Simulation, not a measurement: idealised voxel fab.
Documented hereafter: the process module known as voxel tone inversion.
Pictured: cross-section cut, 200 nm wide, on a grid of 5 nm square cells.
In this document a cross-section is written as a grid of square cells. It is given as a series of bands, listed from the top down, and a band is one or more rows of cells. Heads up on the band format: heights come first, top then bottom, in nm. After that it's the materials left to right, each with its width in nm. A single material flagged "full width" fills the whole band edge to edge, and "empty" means there's empty space there. Beneath 0, the wafer as received is one material, and that level is where height counting begins. The lowest band goes on downward without a bottom; it is written like "0 nm and below". You'd read "30 to 40" like this: the band's top row of cells is as wide as the first number, its bottom row is as wide as the second, and going down, every row changes width by the same amount as the row before did. Given "left unchanged" for a step, no cell of the cross-section differs between before and after that step. The label "Entrapped void list" introduces a list of the empty spaces, 8 cells or larger, that have no open way up to the top; each entry in it reads width x height at distance, where the distance is taken from the left edge and all three are stated in nm. Anything after a step's settings on that line? It's the simulator's own note about the step. Among the settings permitted on a step's line is "overlay nm"; applied to a step with a mask, it specifies the extent to which the mask lay to the right of its planned position, whereas a negative figure signifies a position to the left.
# Intended process steps
step 1: RECEIVE with material Si
step 2: CONFORMAL_DEP with material SiN, thk nm 5
step 3: DIRECTIONAL_DEP with material aC, thk nm 20
step 4: PATTERN with tone cover, mask id POSTS, material resist, width nm 20, pitch nm 35, thk nm 30, overlay nm 0
step 5: DIRECTIONAL_ETCH with etch materials aC, depth nm 20
step 6: STRIP with etch materials resist
step 7: FILL_DEP with material SiO2, thk nm 10
step 8: CMP with height nm 25
step 9: STRIP with etch materials aC
step 10: CONFORMAL_DEP with material TiN, thk nm 5
step 11: FILL_DEP with material W, thk nm 10
step 12: CMP with height nm 25
step 13: CONFORMAL_DEP with material SiCN, thk nm 5
# Wafer cross-section on receipt, i.e. after step 1
- 0 nm and below | Si full width
- Entrapped void list: none
# Module complete - cross-section of the first of two wafers, run according to plan
- 30 nm to 25 nm | SiCN full width
- 25 nm to 10 nm | SiO2: 55  TiN: 5  W: 10  TiN: 5  SiO2: 15  TiN: 5  W: 10  TiN: 5  SiO2: 15  TiN: 5  W: 10  TiN: 5  SiO2: 55
- 10 nm to 5 nm | SiO2: 55  TiN: 20  SiO2: 15  TiN: 20  SiO2: 15  TiN: 20  SiO2: 55
- 5 nm to 0 nm | SiN full width
- 0 nm and below | Si full width
- Entrapped void list: none
# Second wafer through the module, sectioned at the end: same beginning and same plan as the first wafer, with one mistake in carrying it out
- 30 nm to 25 nm | SiCN full width
- 25 nm to 10 nm | SiO2: 45  TiN: 5  W: 10  TiN: 5  SiO2: 15  TiN: 5  W: 10  TiN: 5  SiO2: 15  TiN: 5  W: 10  TiN: 5  SiO2: 65
- 10 nm to 5 nm | SiO2: 45  TiN: 20  SiO2: 15  TiN: 20  SiO2: 15  TiN: 20  SiO2: 65
- 5 nm to 0 nm | SiN full width
- 0 nm and below | Si full width
- Entrapped void list: none
Deviation noted in wafer processing: off-plan run, step 4, actual operation and settings PATTERN with tone cover, mask id POSTS, material resist, width nm 20, pitch nm 35, thk nm 30, overlay nm -10
In the final comparison it is observed that the number of cells assigned to each material is identical for the two wafers, whereas their placement is not.
